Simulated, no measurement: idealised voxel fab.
process module | voxel transistor to metal
cross-section cut | 180 nm wide | cells 5 nm
A cross-section is a grid of square cells, given in bands from the top down. A band is one or more rows of cells.
Each band's line starts with the height of the band's top and of its bottom, in nm. Then come its materials from left to right, each with its width in nm. One material with "throughout" fills the band from edge to edge. "air" is empty space.
Height 0 is the level under which the wafer as received is all one material. The lowest band goes on downwards, as in "0 down".
A width such as "30 to 40" changes by the same amount from each row of cells to the next, from the band's top row to its bottom row.
"no change" after a step means that no cell of the cross-section changed.
closed voids: empty space of 8 cells or more with no open way to the top, each as width x height at its distance from the left edge, in nm
after a step's settings: what the simulator itself notes on the step
overlay nm, on a step with a mask: how far to the right of its planned place the mask lay; to the left if negative
plan
1 op RECEIVE | material Si
2 op CONFORMAL_DEP | material SiO2 | thk nm 5
3 op CONFORMAL_DEP | material SiN | thk nm 15
4 op MASKED_ETCH | tone cover | mask id ACTIVE | width nm 115 | etch materials SiN | depth nm 15 | overlay nm 0
5 op MASKED_ETCH | tone cover | mask id ACTIVE | width nm 115 | etch materials SiO2 | depth nm 5 | overlay nm 0
6 op MASKED_ETCH | tone cover | mask id ACTIVE | width nm 105 | etch materials Si | depth nm 25 | overlay nm 0
7 op OXIDIZE | depth nm 5
8 op FILL_DEP | material SiO2 | thk nm 10
9 op CMP | height nm 20
10 op SELECTIVE_ETCH | etch materials SiO2 | depth nm 15
11 op STRIP | etch materials SiN
12 op SELECTIVE_ETCH | etch materials SiO2 | depth nm 5
13 op OXIDIZE | depth nm 5
14 op DIRECTIONAL_DEP | material polySi | thk nm 30
15 op DIRECTIONAL_DEP | material SiCN | thk nm 15
16 op PATTERN | tone cover | mask id GATE | material resist | width nm 25 | thk nm 15 | overlay nm 0
17 op DIRECTIONAL_ETCH | etch materials SiCN | depth nm 25
18 op DIRECTIONAL_ETCH | etch materials polySi | depth nm 40
19 op STRIP | etch materials resist
20 op CONFORMAL_DEP | material SiN | thk nm 10
21 op DIRECTIONAL_ETCH | etch materials SiN | depth nm 10
22 op DIRECTIONAL_ETCH | etch materials SiO2 | depth nm 5
23 op DIRECTIONAL_ETCH | etch materials Si | depth nm 10
24 op EPI | material pSi | thk nm 15
25 op FILL_DEP | material SiO2 | thk nm 10
26 op CMP | height nm 45
27 op DIRECTIONAL_DEP | material SiO2 | thk nm 15
28 op DIRECTIONAL_DEP | material aC | thk nm 15
29 op PATTERN | tone open | mask id CONTACT | material resist | width nm 15 | pitch nm 80 | thk nm 30 | overlay nm 0
30 op DIRECTIONAL_ETCH | etch materials aC | depth nm 15
31 op STRIP | etch materials resist
32 op DIRECTIONAL_ETCH | etch materials SiO2 | depth nm 60
33 op STRIP | etch materials aC
34 op CONFORMAL_DEP | material TiN | thk nm 5
35 op FILL_DEP | material Ru | thk nm 5
36 op CMP | height nm 60
37 op CONFORMAL_DEP | material SiN | thk nm 5
38 op DIRECTIONAL_DEP | material SiO2 | thk nm 15
39 op DIRECTIONAL_DEP | material aC | thk nm 10
40 op PATTERN | tone open | mask id METAL_1 | material resist | width nm 15 | pitch nm 80 | thk nm 30 | overlay nm 0
41 op DIRECTIONAL_ETCH | etch materials aC | depth nm 10
42 op STRIP | etch materials resist
43 op DIRECTIONAL_ETCH | etch materials SiO2 | depth nm 15
44 op DIRECTIONAL_ETCH | etch materials SiN | depth nm 5
45 op STRIP | etch materials aC
46 op CONFORMAL_DEP | material TiN | thk nm 5
47 op FILL_DEP | material Ru | thk nm 5
48 op CMP | height nm 80
49 op CONFORMAL_DEP | material SiCN | thk nm 5
50 op DIRECTIONAL_DEP | material SiO2 | thk nm 30
51 op DIRECTIONAL_DEP | material aC | thk nm 10
52 op PATTERN | tone open | mask id METAL_2 | material resist | width nm 15 | pitch nm 80 | thk nm 25 | overlay nm 0
53 op DIRECTIONAL_ETCH | etch materials aC | depth nm 10
54 op STRIP | etch materials resist
55 op DIRECTIONAL_ETCH | etch materials SiO2 | depth nm 20
56 op STRIP | etch materials aC
57 op MASKED_ETCH | tone open | mask id METAL_2_HOLES | width nm 15 | pitch nm 80 | etch materials SiO2 | depth nm 10 | overlay nm 0
58 op MASKED_ETCH | tone open | mask id METAL_2_HOLES | width nm 15 | pitch nm 80 | etch materials SiCN | depth nm 5 | overlay nm 0
59 op CONFORMAL_DEP | material TiN | thk nm 5
60 op FILL_DEP | material Cu | thk nm 10
61 op CMP | height nm 115
62 op CONFORMAL_DEP | material SiN | thk nm 5
varied across the wafers: width nm of step 6. The plan shows the first wafer's value. All wafers start alike
first wafer as received, after step 1
  0 down: Si throughout
  closed voids: none
each wafer at the end: cells of each material gained (+) or lost (-) since it was received, then its closed voids
width nm 105 | +12 Cu | +24 Ru | -135 Si | +45 SiCN | +102 SiN | +638 SiO2 | +98 TiN | +50 pSi | +30 polySi | closed voids: none
width nm 110 | +12 Cu | +24 Ru | -135 Si | +45 SiCN | +102 SiN | +638 SiO2 | +98 TiN | +50 pSi | +30 polySi | closed voids: none
width nm 115 | +12 Cu | +24 Ru | -135 Si | +45 SiCN | +102 SiN | +638 SiO2 | +98 TiN | +50 pSi | +30 polySi | closed voids: none
width nm 120 | +12 Cu | +24 Ru | -132 Si | +45 SiCN | +102 SiN | +632 SiO2 | +98 TiN | +53 pSi | +30 polySi | closed voids: none
width nm 125 | +12 Cu | +24 Ru | -129 Si | +45 SiCN | +102 SiN | +626 SiO2 | +98 TiN | +56 pSi | +30 polySi | closed voids: none
width nm 130 | +12 Cu | +24 Ru | -126 Si | +45 SiCN | +102 SiN | +620 SiO2 | +98 TiN | +59 pSi | +30 polySi | closed voids: none
